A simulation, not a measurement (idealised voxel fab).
voxel quadruple lines: a process module
In the cross-section labelled cut, the width is 265 nm and each square cell is 5 nm.
How to read a cross-section here: the picture is a grid of square cells, written as bands going from the top down, and any band can span one or more rows of cells. It is stipulated that each band's entry specify, in nanometres, the height of the top of the band and then that of its bottom, followed by the materials of the band in left-to-right sequence, each together with its width in nanometres. A single material marked by the word "throughout" is understood to fill the band from edge to edge; the word "air" is understood to denote empty space. Where do heights start? At 0: under that level the wafer as delivered is made of one material only. And the lowest band has no floor; it just carries on downward, as in "top 0, no bottom". The expression "30->40" gives the width at the extremes of the band, the first number at its top row of cells and the second at its bottom row, with the width changing by equal amounts from each row to the next in between. A step reported as "left unchanged" is a step in which no cell of the cross-section changed. "Catalogued sealed voids" enumerates empty spaces isolated from the top, with no open way to it, that contain at least 8 cells, giving each as width x height at distance from the left edge, all three in nm. Text after the settings on a step's line: the simulator's own remark on that step. overlay nm: for a step with a mask, the amount by which the mask lay right of where it was planned; a negative amount means left of it. Pairs follow: section before one process step, section after it down to the lowest changed band, step with settings underneath. Pairs may come from different runs of this module on the same starting wafer; continuity with the pair above only as stated in the "Snapshot before" entry.
[Snapshot before]
	top 0, no bottom | Si throughout
	Catalogued sealed voids: none
[After the Step]
	top 5, bottom 0 | Al2O3 throughout
	Below a height of 0, the structure has not been altered.
	Catalogued sealed voids: none
Step, pre vs post cross-sections above: CONFORMAL_DEP [material Al2O3] [thk nm 5]
Snapshot before: The cross-section prior to this step is the one presented after the step of the pair immediately above.
[After the Step]
	top 20, bottom 5 | Ru throughout
	Below a height of 5, the structure has not been altered.
	Catalogued sealed voids: none
Step, pre vs post cross-sections above: DIRECTIONAL_DEP [material Ru] [thk nm 15]
Snapshot before: The cross-section prior to this step is the one presented after the step of the pair immediately above.
[After the Step]
	top 40, bottom 20 | polySi throughout
	Below a height of 20, the structure has not been altered.
	Catalogued sealed voids: none
Step, pre vs post cross-sections above: DIRECTIONAL_DEP [material polySi] [thk nm 20]
Snapshot before: The cross-section prior to this step is the one presented after the step of the pair immediately above.
[After the Step]
	top 60, bottom 40 | aC throughout
	Below a height of 40, the structure has not been altered.
	Catalogued sealed voids: none
Step, pre vs post cross-sections above: DIRECTIONAL_DEP [material aC] [thk nm 20]
Snapshot before: The cross-section prior to this step is the one presented after the step of the pair immediately above.
[After the Step]
	top 85, bottom 60 | 120 air | 20 resist | 125 air
	Below a height of 60, the structure has not been altered.
	Catalogued sealed voids: none
Step, pre vs post cross-sections above: PATTERN [tone cover] [mask id MANDREL] [material resist] [width nm 20] [thk nm 25] [overlay nm 0]
Snapshot before: The cross-section prior to this step is the one presented after the step of the pair immediately above.
[After the Step]
	top 65, bottom 60 | 120 air | 20 resist | 125 air
	top 60, bottom 40 | 120 air | 20 aC | 125 air
	Below a height of 40, the structure has not been altered.
	Catalogued sealed voids: none
Step, pre vs post cross-sections above: DIRECTIONAL_ETCH [etch materials aC] [depth nm 20]
Snapshot before: The cross-section prior to this step is the one presented after the step of the pair immediately above.
[After the Step]
	top 60, bottom 40 | 120 air | 20 aC | 125 air
	Below a height of 40, the structure has not been altered.
	Catalogued sealed voids: none
Step, pre vs post cross-sections above: STRIP [etch materials resist]
Snapshot before: The cross-section prior to this step is the one presented after the step of the pair immediately above.
[After the Step]
	top 70, bottom 60 | 110 air | 40 SiO2 | 115 air
	top 60, bottom 50 | 110 air | 10 SiO2 | 20 aC | 10 SiO2 | 115 air
	top 50, bottom 40 | 120 SiO2 | 20 aC | 125 SiO2
	Below a height of 40, the structure has not been altered.
	Catalogued sealed voids: none
Step, pre vs post cross-sections above: CONFORMAL_DEP [material SiO2] [thk nm 10]
Snapshot before: The cross-section prior to this step is the one presented after the step of the pair immediately above.
[After the Step]
	top 60, bottom 40 | 110 air | 10 SiO2 | 20 aC | 10 SiO2 | 115 air
	Below a height of 40, the structure has not been altered.
	Catalogued sealed voids: none
Step, pre vs post cross-sections above: DIRECTIONAL_ETCH [etch materials SiO2] [depth nm 10]
Snapshot before: The cross-section prior to this step is the one presented after the step of the pair immediately above.
[After the Step]
	top 60, bottom 40 | 110 air | 10 SiO2 | 20 air | 10 SiO2 | 115 air
	Below a height of 40, the structure has not been altered.
	Catalogued sealed voids: none
Step, pre vs post cross-sections above: STRIP [etch materials aC]
Snapshot before: The cross-section prior to this step is the one presented after the step of the pair immediately above.
[After the Step]
	top 60, bottom 40 | 110 air | 10 SiO2 | 20 air | 10 SiO2 | 115 air
	top 40, bottom 20 | 110 air | 10 polySi | 20 air | 10 polySi | 115 air
	Below a height of 20, the structure has not been altered.
	Catalogued sealed voids: none
Step, pre vs post cross-sections above: DIRECTIONAL_ETCH [etch materials polySi] [depth nm 20]
Snapshot before: The cross-section prior to this step is the one presented after the step of the pair immediately above.
[After the Step]
	top 40, bottom 20 | 110 air | 10 polySi | 20 air | 10 polySi | 115 air
	Below a height of 20, the structure has not been altered.
	Catalogued sealed voids: none
Step, pre vs post cross-sections above: STRIP [etch materials SiO2]
Snapshot before: The cross-section prior to this step is the one presented after the step of the pair immediately above.
[After the Step]
	top 45, bottom 40 | 105 air | 20 SiN | 10 air | 20 SiN | 110 air
	top 40, bottom 25 | 105 air | 5 SiN | 10 polySi | 5 SiN | 10 air | 5 SiN | 10 polySi | 5 SiN | 110 air
	top 25, bottom 20 | 110 SiN | 10 polySi | 20 SiN | 10 polySi | 115 SiN
	Below a height of 20, the structure has not been altered.
	Catalogued sealed voids: none
Step, pre vs post cross-sections above: CONFORMAL_DEP [material SiN] [thk nm 5]
Snapshot before: The cross-section prior to this step is the one presented after the step of the pair immediately above.
[After the Step]
	top 40, bottom 20 | 105 air | 5 SiN | 10 polySi | 5 SiN | 10 air | 5 SiN | 10 polySi | 5 SiN | 110 air
	Below a height of 20, the structure has not been altered.
	Catalogued sealed voids: none
Step, pre vs post cross-sections above: DIRECTIONAL_ETCH [etch materials SiN] [depth nm 5]
Snapshot before: The cross-section prior to this step is the one presented after the step of the pair immediately above.
[After the Step]
	top 40, bottom 20 | 105 air | 5 SiN | 10 air | 5 SiN | 10 air | 5 SiN | 10 air | 5 SiN | 110 air
	Below a height of 20, the structure has not been altered.
	Catalogued sealed voids: none
Step, pre vs post cross-sections above: STRIP [etch materials polySi]
Snapshot before: The cross-section prior to this step is the one presented after the step of the pair immediately above.
[After the Step]
	top 40, bottom 20 | 105 air | 5 SiN | 10 air | 5 SiN | 10 air | 5 SiN | 10 air | 5 SiN | 110 air
	top 20, bottom 5 | 105 air | 5 Ru | 10 air | 5 Ru | 10 air | 5 Ru | 10 air | 5 Ru | 110 air
	Below a height of 5, the structure has not been altered.
	Catalogued sealed voids: none
Step, pre vs post cross-sections above: DIRECTIONAL_ETCH [etch materials Ru] [depth nm 15]
Snapshot before: The cross-section prior to this step is the one presented after the step of the pair immediately above.
[After the Step]
	top 20, bottom 5 | 105 air | 5 Ru | 10 air | 5 Ru | 10 air | 5 Ru | 10 air | 5 Ru | 110 air
	Below a height of 5, the structure has not been altered.
	Catalogued sealed voids: none
Step, pre vs post cross-sections above: STRIP [etch materials SiN]
[Snapshot before]
	top 0, no bottom | Si throughout
	Catalogued sealed voids: none
[After the Step]
	top 15, bottom 0 | Ru throughout
	Below a height of 0, the structure has not been altered.
	Catalogued sealed voids: none
Step, pre vs post cross-sections above: DIRECTIONAL_DEP [material Ru] [thk nm 15]
Snapshot before: The cross-section prior to this step is the one presented after the step of the pair immediately above.
[After the Step]
	top 35, bottom 15 | polySi throughout
	Below a height of 15, the structure has not been altered.
	Catalogued sealed voids: none
Step, pre vs post cross-sections above: DIRECTIONAL_DEP [material polySi] [thk nm 20]
Snapshot before: The cross-section prior to this step is the one presented after the step of the pair immediately above.
[After the Step]
	top 55, bottom 35 | aC throughout
	Below a height of 35, the structure has not been altered.
	Catalogued sealed voids: none
Step, pre vs post cross-sections above: DIRECTIONAL_DEP [material aC] [thk nm 20]
Snapshot before: The cross-section prior to this step is the one presented after the step of the pair immediately above.
[After the Step]
	top 80, bottom 55 | 120 air | 20 resist | 125 air
	Below a height of 55, the structure has not been altered.
	Catalogued sealed voids: none
Step, pre vs post cross-sections above: PATTERN [tone cover] [mask id MANDREL] [material resist] [width nm 20] [thk nm 25] [overlay nm 0]
Snapshot before: The cross-section prior to this step is the one presented after the step of the pair immediately above.
[After the Step]
	top 60, bottom 55 | 120 air | 20 resist | 125 air
	top 55, bottom 35 | 120 air | 20 aC | 125 air
	Below a height of 35, the structure has not been altered.
	Catalogued sealed voids: none
Step, pre vs post cross-sections above: DIRECTIONAL_ETCH [etch materials aC] [depth nm 20]
Snapshot before: The cross-section prior to this step is the one presented after the step of the pair immediately above.
[After the Step]
	top 55, bottom 35 | 120 air | 20 aC | 125 air
	Below a height of 35, the structure has not been altered.
	Catalogued sealed voids: none
Step, pre vs post cross-sections above: STRIP [etch materials resist]
Snapshot before: The cross-section prior to this step is the one presented after the step of the pair immediately above.
[After the Step]
	top 65, bottom 55 | 110 air | 40 SiO2 | 115 air
	top 55, bottom 45 | 110 air | 10 SiO2 | 20 aC | 10 SiO2 | 115 air
	top 45, bottom 35 | 120 SiO2 | 20 aC | 125 SiO2
	Below a height of 35, the structure has not been altered.
	Catalogued sealed voids: none
Step, pre vs post cross-sections above: CONFORMAL_DEP [material SiO2] [thk nm 10]
Snapshot before: The cross-section prior to this step is the one presented after the step of the pair immediately above.
[After the Step]
	top 55, bottom 35 | 110 air | 10 SiO2 | 20 aC | 10 SiO2 | 115 air
	Below a height of 35, the structure has not been altered.
	Catalogued sealed voids: none
Step, pre vs post cross-sections above: DIRECTIONAL_ETCH [etch materials SiO2] [depth nm 10]
Snapshot before: The cross-section prior to this step is the one presented after the step of the pair immediately above.
[After the Step]
	top 55, bottom 35 | 110 air | 10 SiO2 | 20 air | 10 SiO2 | 115 air
	Below a height of 35, the structure has not been altered.
	Catalogued sealed voids: none
Step, pre vs post cross-sections above: STRIP [etch materials aC]
Snapshot before: The cross-section prior to this step is the one presented after the step of the pair immediately above.
[After the Step]
	top 55, bottom 35 | 110 air | 10 SiO2 | 20 air | 10 SiO2 | 115 air
	top 35, bottom 15 | 110 air | 10 polySi | 20 air | 10 polySi | 115 air
	Below a height of 15, the structure has not been altered.
	Catalogued sealed voids: none
Step, pre vs post cross-sections above: DIRECTIONAL_ETCH [etch materials polySi] [depth nm 20]
Snapshot before: The cross-section prior to this step is the one presented after the step of the pair immediately above.
[After the Step]
	top 35, bottom 15 | 110 air | 10 polySi | 20 air | 10 polySi | 115 air
	Below a height of 15, the structure has not been altered.
	Catalogued sealed voids: none
Step, pre vs post cross-sections above: STRIP [etch materials SiO2]
Snapshot before: The cross-section prior to this step is the one presented after the step of the pair immediately above.
[After the Step]
	top 40, bottom 35 | 105 air | 20 SiN | 10 air | 20 SiN | 110 air
	top 35, bottom 20 | 105 air | 5 SiN | 10 polySi | 5 SiN | 10 air | 5 SiN | 10 polySi | 5 SiN | 110 air
	top 20, bottom 15 | 110 SiN | 10 polySi | 20 SiN | 10 polySi | 115 SiN
	Below a height of 15, the structure has not been altered.
	Catalogued sealed voids: none
Step, pre vs post cross-sections above: CONFORMAL_DEP [material SiN] [thk nm 5]
Snapshot before: The cross-section prior to this step is the one presented after the step of the pair immediately above.
[After the Step]
	top 35, bottom 15 | 105 air | 5 SiN | 10 polySi | 5 SiN | 10 air | 5 SiN | 10 polySi | 5 SiN | 110 air
	Below a height of 15, the structure has not been altered.
	Catalogued sealed voids: none
Step, pre vs post cross-sections above: DIRECTIONAL_ETCH [etch materials SiN] [depth nm 5]
Snapshot before: The cross-section prior to this step is the one presented after the step of the pair immediately above.
[After the Step]
	top 35, bottom 15 | 105 air | 5 SiN | 10 air | 5 SiN | 10 air | 5 SiN | 10 air | 5 SiN | 110 air
	Below a height of 15, the structure has not been altered.
	Catalogued sealed voids: none
Step, pre vs post cross-sections above: STRIP [etch materials polySi]
Snapshot before: The cross-section prior to this step is the one presented after the step of the pair immediately above.
[After the Step]
	top 35, bottom 15 | 105 air | 5 SiN | 10 air | 5 SiN | 10 air | 5 SiN | 10 air | 5 SiN | 110 air
	top 15, bottom 0 | 105 air | 5 Ru | 10 air | 5 Ru | 10 air | 5 Ru | 10 air | 5 Ru | 110 air
	Below a height of 0, the structure has not been altered.
	Catalogued sealed voids: none
Step, pre vs post cross-sections above: DIRECTIONAL_ETCH [etch materials Ru] [depth nm 15]
Snapshot before: The cross-section prior to this step is the one presented after the step of the pair immediately above.
[After the Step]
	top 15, bottom 0 | 105 air | 5 Ru | 10 air | 5 Ru | 10 air | 5 Ru | 10 air | 5 Ru | 110 air
	Below a height of 0, the structure has not been altered.
	Catalogued sealed voids: none
Step, pre vs post cross-sections above: STRIP [etch materials SiN]
[Snapshot before]
	top 20, bottom 5 | Ru throughout
	top 5, bottom 0 | Al2O3 throughout
	top 0, no bottom | Si throughout
	Catalogued sealed voids: none
[After the Step]
	top 35, bottom 5 | Ru throughout
	Below a height of 5, the structure has not been altered.
	Catalogued sealed voids: none
Step, pre vs post cross-sections above: DIRECTIONAL_DEP [material Ru] [thk nm 15]
Snapshot before: The cross-section prior to this step is the one presented after the step of the pair immediately above.
[After the Step]
	top 55, bottom 35 | polySi throughout
	Below a height of 35, the structure has not been altered.
	Catalogued sealed voids: none
Step, pre vs post cross-sections above: DIRECTIONAL_DEP [material polySi] [thk nm 20]
Snapshot before: The cross-section prior to this step is the one presented after the step of the pair immediately above.
[After the Step]
	top 75, bottom 55 | aC throughout
	Below a height of 55, the structure has not been altered.
	Catalogued sealed voids: none
Step, pre vs post cross-sections above: DIRECTIONAL_DEP [material aC] [thk nm 20]
Snapshot before: The cross-section prior to this step is the one presented after the step of the pair immediately above.
[After the Step]
	top 100, bottom 75 | 120 air | 20 resist | 125 air
	Below a height of 75, the structure has not been altered.
	Catalogued sealed voids: none
Step, pre vs post cross-sections above: PATTERN [tone cover] [mask id MANDREL] [material resist] [width nm 20] [thk nm 25] [overlay nm 0]
Snapshot before: The cross-section prior to this step is the one presented after the step of the pair immediately above.
[After the Step]
	top 80, bottom 75 | 120 air | 20 resist | 125 air
	top 75, bottom 55 | 120 air | 20 aC | 125 air
	Below a height of 55, the structure has not been altered.
	Catalogued sealed voids: none
Step, pre vs post cross-sections above: DIRECTIONAL_ETCH [etch materials aC] [depth nm 20]
Snapshot before: The cross-section prior to this step is the one presented after the step of the pair immediately above.
[After the Step]
	top 75, bottom 55 | 120 air | 20 aC | 125 air
	Below a height of 55, the structure has not been altered.
	Catalogued sealed voids: none
Step, pre vs post cross-sections above: STRIP [etch materials resist]
Snapshot before: The cross-section prior to this step is the one presented after the step of the pair immediately above.
[After the Step]
	top 85, bottom 75 | 110 air | 40 SiO2 | 115 air
	top 75, bottom 65 | 110 air | 10 SiO2 | 20 aC | 10 SiO2 | 115 air
	top 65, bottom 55 | 120 SiO2 | 20 aC | 125 SiO2
	Below a height of 55, the structure has not been altered.
	Catalogued sealed voids: none
Step, pre vs post cross-sections above: CONFORMAL_DEP [material SiO2] [thk nm 10]
Snapshot before: The cross-section prior to this step is the one presented after the step of the pair immediately above.
[After the Step]
	top 75, bottom 55 | 110 air | 10 SiO2 | 20 aC | 10 SiO2 | 115 air
	Below a height of 55, the structure has not been altered.
	Catalogued sealed voids: none
Step, pre vs post cross-sections above: DIRECTIONAL_ETCH [etch materials SiO2] [depth nm 10]
Snapshot before: The cross-section prior to this step is the one presented after the step of the pair immediately above.
[After the Step]
	top 75, bottom 55 | 110 air | 10 SiO2 | 20 air | 10 SiO2 | 115 air
	Below a height of 55, the structure has not been altered.
	Catalogued sealed voids: none
Step, pre vs post cross-sections above: STRIP [etch materials aC]
Snapshot before: The cross-section prior to this step is the one presented after the step of the pair immediately above.
[After the Step]
	top 75, bottom 55 | 110 air | 10 SiO2 | 20 air | 10 SiO2 | 115 air
	top 55, bottom 35 | 110 air | 10 polySi | 20 air | 10 polySi | 115 air
	Below a height of 35, the structure has not been altered.
	Catalogued sealed voids: none
Step, pre vs post cross-sections above: DIRECTIONAL_ETCH [etch materials polySi] [depth nm 20]
Snapshot before: The cross-section prior to this step is the one presented after the step of the pair immediately above.
[After the Step]
	top 55, bottom 35 | 110 air | 10 polySi | 20 air | 10 polySi | 115 air
	Below a height of 35, the structure has not been altered.
	Catalogued sealed voids: none
Step, pre vs post cross-sections above: STRIP [etch materials SiO2]
Snapshot before: The cross-section prior to this step is the one presented after the step of the pair immediately above.
[After the Step]
	top 60, bottom 55 | 105 air | 20 SiN | 10 air | 20 SiN | 110 air
	top 55, bottom 40 | 105 air | 5 SiN | 10 polySi | 5 SiN | 10 air | 5 SiN | 10 polySi | 5 SiN | 110 air
	top 40, bottom 35 | 110 SiN | 10 polySi | 20 SiN | 10 polySi | 115 SiN
	Below a height of 35, the structure has not been altered.
	Catalogued sealed voids: none
Step, pre vs post cross-sections above: CONFORMAL_DEP [material SiN] [thk nm 5]
Snapshot before: The cross-section prior to this step is the one presented after the step of the pair immediately above.
[After the Step]
	top 55, bottom 35 | 105 air | 5 SiN | 10 polySi | 5 SiN | 10 air | 5 SiN | 10 polySi | 5 SiN | 110 air
	Below a height of 35, the structure has not been altered.
	Catalogued sealed voids: none
Step, pre vs post cross-sections above: DIRECTIONAL_ETCH [etch materials SiN] [depth nm 5]
Snapshot before: The cross-section prior to this step is the one presented after the step of the pair immediately above.
[After the Step]
	top 55, bottom 35 | 105 air | 5 SiN | 10 air | 5 SiN | 10 air | 5 SiN | 10 air | 5 SiN | 110 air
	Below a height of 35, the structure has not been altered.
	Catalogued sealed voids: none
Step, pre vs post cross-sections above: STRIP [etch materials polySi]
Snapshot before: The cross-section prior to this step is the one presented after the step of the pair immediately above.
[After the Step]
	top 55, bottom 35 | 105 air | 5 SiN | 10 air | 5 SiN | 10 air | 5 SiN | 10 air | 5 SiN | 110 air
	top 35, bottom 20 | 105 air | 5 Ru | 10 air | 5 Ru | 10 air | 5 Ru | 10 air | 5 Ru | 110 air
	Below a height of 20, the structure has not been altered.
	Catalogued sealed voids: none
Step, pre vs post cross-sections above: DIRECTIONAL_ETCH [etch materials Ru] [depth nm 15]
Snapshot before: The cross-section prior to this step is the one presented after the step of the pair immediately above.
[After the Step]
	top 35, bottom 20 | 105 air | 5 Ru | 10 air | 5 Ru | 10 air | 5 Ru | 10 air | 5 Ru | 110 air
	Below a height of 20, the structure has not been altered.
	Catalogued sealed voids: none
Step, pre vs post cross-sections above: STRIP [etch materials SiN]
[Snapshot before]
	top 5, bottom 0 | Al2O3 throughout
	top 0, no bottom | Si throughout
	Catalogued sealed voids: none
[After the Step]
	top 25, bottom 5 | polySi throughout
	Below a height of 5, the structure has not been altered.
	Catalogued sealed voids: none
Step, pre vs post cross-sections above: DIRECTIONAL_DEP [material polySi] [thk nm 20]
Snapshot before: The cross-section prior to this step is the one presented after the step of the pair immediately above.
[After the Step]
	top 40, bottom 25 | Ru throughout
	Below a height of 25, the structure has not been altered.
	Catalogued sealed voids: none
Step, pre vs post cross-sections above: DIRECTIONAL_DEP [material Ru] [thk nm 15]
Snapshot before: The cross-section prior to this step is the one presented after the step of the pair immediately above.
[After the Step]
	top 60, bottom 40 | aC throughout
	Below a height of 40, the structure has not been altered.
	Catalogued sealed voids: none
Step, pre vs post cross-sections above: DIRECTIONAL_DEP [material aC] [thk nm 20]
Snapshot before: The cross-section prior to this step is the one presented after the step of the pair immediately above.
[After the Step]
	top 85, bottom 60 | 120 air | 20 resist | 125 air
	Below a height of 60, the structure has not been altered.
	Catalogued sealed voids: none
Step, pre vs post cross-sections above: PATTERN [tone cover] [mask id MANDREL] [material resist] [width nm 20] [thk nm 25] [overlay nm 0]
Snapshot before: The cross-section prior to this step is the one presented after the step of the pair immediately above.
[After the Step]
	top 65, bottom 60 | 120 air | 20 resist | 125 air
	top 60, bottom 40 | 120 air | 20 aC | 125 air
	Below a height of 40, the structure has not been altered.
	Catalogued sealed voids: none
Step, pre vs post cross-sections above: DIRECTIONAL_ETCH [etch materials aC] [depth nm 20]
Snapshot before: The cross-section prior to this step is the one presented after the step of the pair immediately above.
[After the Step]
	top 60, bottom 40 | 120 air | 20 aC | 125 air
	Below a height of 40, the structure has not been altered.
	Catalogued sealed voids: none
Step, pre vs post cross-sections above: STRIP [etch materials resist]
Snapshot before: The cross-section prior to this step is the one presented after the step of the pair immediately above.
[After the Step]
	top 70, bottom 60 | 110 air | 40 SiO2 | 115 air
	top 60, bottom 50 | 110 air | 10 SiO2 | 20 aC | 10 SiO2 | 115 air
	top 50, bottom 40 | 120 SiO2 | 20 aC | 125 SiO2
	Below a height of 40, the structure has not been altered.
	Catalogued sealed voids: none
Step, pre vs post cross-sections above: CONFORMAL_DEP [material SiO2] [thk nm 10]
Snapshot before: The cross-section prior to this step is the one presented after the step of the pair immediately above.
[After the Step]
	top 60, bottom 40 | 110 air | 10 SiO2 | 20 aC | 10 SiO2 | 115 air
	Below a height of 40, the structure has not been altered.
	Catalogued sealed voids: none
Step, pre vs post cross-sections above: DIRECTIONAL_ETCH [etch materials SiO2] [depth nm 10]
Snapshot before: The cross-section prior to this step is the one presented after the step of the pair immediately above.
[After the Step]
	top 60, bottom 40 | 110 air | 10 SiO2 | 20 air | 10 SiO2 | 115 air
	Below a height of 40, the structure has not been altered.
	Catalogued sealed voids: none
Step, pre vs post cross-sections above: STRIP [etch materials aC]
Snapshot before: The cross-section prior to this step is the one presented after the step of the pair immediately above.
[After the Step]
	top 40, bottom 25 | Ru throughout
	Below a height of 25, the structure has not been altered.
	Catalogued sealed voids: none
Step, pre vs post cross-sections above: STRIP [etch materials SiO2]
Snapshot before: The cross-section prior to this step is the one presented after the step of the pair immediately above.
[After the Step]
	top 45, bottom 40 | SiN throughout
	Below a height of 40, the structure has not been altered.
	Catalogued sealed voids: none
Step, pre vs post cross-sections above: CONFORMAL_DEP [material SiN] [thk nm 5]
Snapshot before: The cross-section prior to this step is the one presented after the step of the pair immediately above.
[After the Step]
	top 40, bottom 25 | Ru throughout
	Below a height of 25, the structure has not been altered.
	Catalogued sealed voids: none
Step, pre vs post cross-sections above: DIRECTIONAL_ETCH [etch materials SiN] [depth nm 5]
Snapshot before: The cross-section prior to this step is the one presented after the step of the pair immediately above.
[After the Step]
	top 25, bottom 5 | polySi throughout
	Below a height of 5, the structure has not been altered.
	Catalogued sealed voids: none
Step, pre vs post cross-sections above: DIRECTIONAL_ETCH [etch materials Ru] [depth nm 15]
[Snapshot before]
	top 0, no bottom | Si throughout
	Catalogued sealed voids: none
[After the Step]
	top 15, bottom 0 | Al2O3 throughout
	Below a height of 0, the structure has not been altered.
	Catalogued sealed voids: none
Step, pre vs post cross-sections above: CONFORMAL_DEP [material Al2O3] [thk nm 15]
Snapshot before: The cross-section prior to this step is the one presented after the step of the pair immediately above.
[After the Step]
	top 30, bottom 15 | Ru throughout
	Below a height of 15, the structure has not been altered.
	Catalogued sealed voids: none
Step, pre vs post cross-sections above: DIRECTIONAL_DEP [material Ru] [thk nm 15]
Snapshot before: The cross-section prior to this step is the one presented after the step of the pair immediately above.
[After the Step]
	top 50, bottom 30 | polySi throughout
	Below a height of 30, the structure has not been altered.
	Catalogued sealed voids: none
Step, pre vs post cross-sections above: DIRECTIONAL_DEP [material polySi] [thk nm 20]
Snapshot before: The cross-section prior to this step is the one presented after the step of the pair immediately above.
[After the Step]
	top 70, bottom 50 | aC throughout
	Below a height of 50, the structure has not been altered.
	Catalogued sealed voids: none
Step, pre vs post cross-sections above: DIRECTIONAL_DEP [material aC] [thk nm 20]
Snapshot before: The cross-section prior to this step is the one presented after the step of the pair immediately above.
[After the Step]
	top 95, bottom 70 | 120 air | 20 resist | 125 air
	Below a height of 70, the structure has not been altered.
	Catalogued sealed voids: none
Step, pre vs post cross-sections above: PATTERN [tone cover] [mask id MANDREL] [material resist] [width nm 20] [thk nm 25] [overlay nm 0]
Snapshot before: The cross-section prior to this step is the one presented after the step of the pair immediately above.
[After the Step]
	top 75, bottom 70 | 120 air | 20 resist | 125 air
	top 70, bottom 50 | 120 air | 20 aC | 125 air
	Below a height of 50, the structure has not been altered.
	Catalogued sealed voids: none
Step, pre vs post cross-sections above: DIRECTIONAL_ETCH [etch materials aC] [depth nm 20]
Snapshot before: The cross-section prior to this step is the one presented after the step of the pair immediately above.
[After the Step]
	top 70, bottom 50 | 120 air | 20 aC | 125 air
	Below a height of 50, the structure has not been altered.
	Catalogued sealed voids: none
Step, pre vs post cross-sections above: STRIP [etch materials resist]
Snapshot before: The cross-section prior to this step is the one presented after the step of the pair immediately above.
[After the Step]
	top 80, bottom 70 | 110 air | 40 SiO2 | 115 air
	top 70, bottom 60 | 110 air | 10 SiO2 | 20 aC | 10 SiO2 | 115 air
	top 60, bottom 50 | 120 SiO2 | 20 aC | 125 SiO2
	Below a height of 50, the structure has not been altered.
	Catalogued sealed voids: none
Step, pre vs post cross-sections above: CONFORMAL_DEP [material SiO2] [thk nm 10]
Snapshot before: The cross-section prior to this step is the one presented after the step of the pair immediately above.
[After the Step]
	top 70, bottom 50 | 110 air | 10 SiO2 | 20 aC | 10 SiO2 | 115 air
	Below a height of 50, the structure has not been altered.
	Catalogued sealed voids: none
Step, pre vs post cross-sections above: DIRECTIONAL_ETCH [etch materials SiO2] [depth nm 10]
Snapshot before: The cross-section prior to this step is the one presented after the step of the pair immediately above.
[After the Step]
	top 70, bottom 50 | 110 air | 10 SiO2 | 20 air | 10 SiO2 | 115 air
	Below a height of 50, the structure has not been altered.
	Catalogued sealed voids: none
Step, pre vs post cross-sections above: STRIP [etch materials aC]
Snapshot before: The cross-section prior to this step is the one presented after the step of the pair immediately above.
[After the Step]
	top 70, bottom 50 | 110 air | 10 SiO2 | 20 air | 10 SiO2 | 115 air
	top 50, bottom 30 | 110 air | 10 polySi | 20 air | 10 polySi | 115 air
	Below a height of 30, the structure has not been altered.
	Catalogued sealed voids: none
Step, pre vs post cross-sections above: DIRECTIONAL_ETCH [etch materials polySi] [depth nm 20]
Snapshot before: The cross-section prior to this step is the one presented after the step of the pair immediately above.
[After the Step]
	top 50, bottom 30 | 110 air | 10 polySi | 20 air | 10 polySi | 115 air
	Below a height of 30, the structure has not been altered.
	Catalogued sealed voids: none
Step, pre vs post cross-sections above: STRIP [etch materials SiO2]
Snapshot before: The cross-section prior to this step is the one presented after the step of the pair immediately above.
[After the Step]
	top 55, bottom 50 | 105 air | 20 SiN | 10 air | 20 SiN | 110 air
	top 50, bottom 35 | 105 air | 5 SiN | 10 polySi | 5 SiN | 10 air | 5 SiN | 10 polySi | 5 SiN | 110 air
	top 35, bottom 30 | 110 SiN | 10 polySi | 20 SiN | 10 polySi | 115 SiN
	Below a height of 30, the structure has not been altered.
	Catalogued sealed voids: none
Step, pre vs post cross-sections above: CONFORMAL_DEP [material SiN] [thk nm 5]
Snapshot before: The cross-section prior to this step is the one presented after the step of the pair immediately above.
[After the Step]
	top 50, bottom 30 | 105 air | 5 SiN | 10 polySi | 5 SiN | 10 air | 5 SiN | 10 polySi | 5 SiN | 110 air
	Below a height of 30, the structure has not been altered.
	Catalogued sealed voids: none
Step, pre vs post cross-sections above: DIRECTIONAL_ETCH [etch materials SiN] [depth nm 5]
Snapshot before: The cross-section prior to this step is the one presented after the step of the pair immediately above.
[After the Step]
	top 50, bottom 30 | 105 air | 5 SiN | 10 air | 5 SiN | 10 air | 5 SiN | 10 air | 5 SiN | 110 air
	Below a height of 30, the structure has not been altered.
	Catalogued sealed voids: none
Step, pre vs post cross-sections above: STRIP [etch materials polySi]
Snapshot before: The cross-section prior to this step is the one presented after the step of the pair immediately above.
[After the Step]
	top 50, bottom 30 | 105 air | 5 SiN | 10 air | 5 SiN | 10 air | 5 SiN | 10 air | 5 SiN | 110 air
	top 30, bottom 15 | 105 air | 5 Ru | 10 air | 5 Ru | 10 air | 5 Ru | 10 air | 5 Ru | 110 air
	Below a height of 15, the structure has not been altered.
	Catalogued sealed voids: none
Step, pre vs post cross-sections above: DIRECTIONAL_ETCH [etch materials Ru] [depth nm 15]
Snapshot before: The cross-section prior to this step is the one presented after the step of the pair immediately above.
[After the Step]
	top 30, bottom 15 | 105 air | 5 Ru | 10 air | 5 Ru | 10 air | 5 Ru | 10 air | 5 Ru | 110 air
	Below a height of 15, the structure has not been altered.
	Catalogued sealed voids: none
Step, pre vs post cross-sections above: STRIP [etch materials SiN]
[Snapshot before]
	top 60, bottom 40 | aC throughout
	top 40, bottom 20 | polySi throughout
	top 20, bottom 5 | Ru throughout
	top 5, bottom 0 | Al2O3 throughout
	top 0, no bottom | Si throughout
	Catalogued sealed voids: none
[After the Step]
	top 85, bottom 60 | 120 air | 25 resist | 120 air
	Below a height of 60, the structure has not been altered.
	Catalogued sealed voids: none
Step, pre vs post cross-sections above: PATTERN [tone cover] [mask id MANDREL] [material resist] [width nm 25] [thk nm 25] [overlay nm 0]
Snapshot before: The cross-section prior to this step is the one presented after the step of the pair immediately above.
[After the Step]
	top 65, bottom 60 | 120 air | 25 resist | 120 air
	top 60, bottom 40 | 120 air | 25 aC | 120 air
	Below a height of 40, the structure has not been altered.
	Catalogued sealed voids: none
Step, pre vs post cross-sections above: DIRECTIONAL_ETCH [etch materials aC] [depth nm 20]
Snapshot before: The cross-section prior to this step is the one presented after the step of the pair immediately above.
[After the Step]
	top 60, bottom 40 | 120 air | 25 aC | 120 air
	Below a height of 40, the structure has not been altered.
	Catalogued sealed voids: none
Step, pre vs post cross-sections above: STRIP [etch materials resist]
Snapshot before: The cross-section prior to this step is the one presented after the step of the pair immediately above.
[After the Step]
	top 70, bottom 60 | 110 air | 45 SiO2 | 110 air
	top 60, bottom 50 | 110 air | 10 SiO2 | 25 aC | 10 SiO2 | 110 air
	top 50, bottom 40 | 120 SiO2 | 25 aC | 120 SiO2
	Below a height of 40, the structure has not been altered.
	Catalogued sealed voids: none
Step, pre vs post cross-sections above: CONFORMAL_DEP [material SiO2] [thk nm 10]
Snapshot before: The cross-section prior to this step is the one presented after the step of the pair immediately above.
[After the Step]
	top 60, bottom 40 | 110 air | 10 SiO2 | 25 aC | 10 SiO2 | 110 air
	Below a height of 40, the structure has not been altered.
	Catalogued sealed voids: none
Step, pre vs post cross-sections above: DIRECTIONAL_ETCH [etch materials SiO2] [depth nm 10]
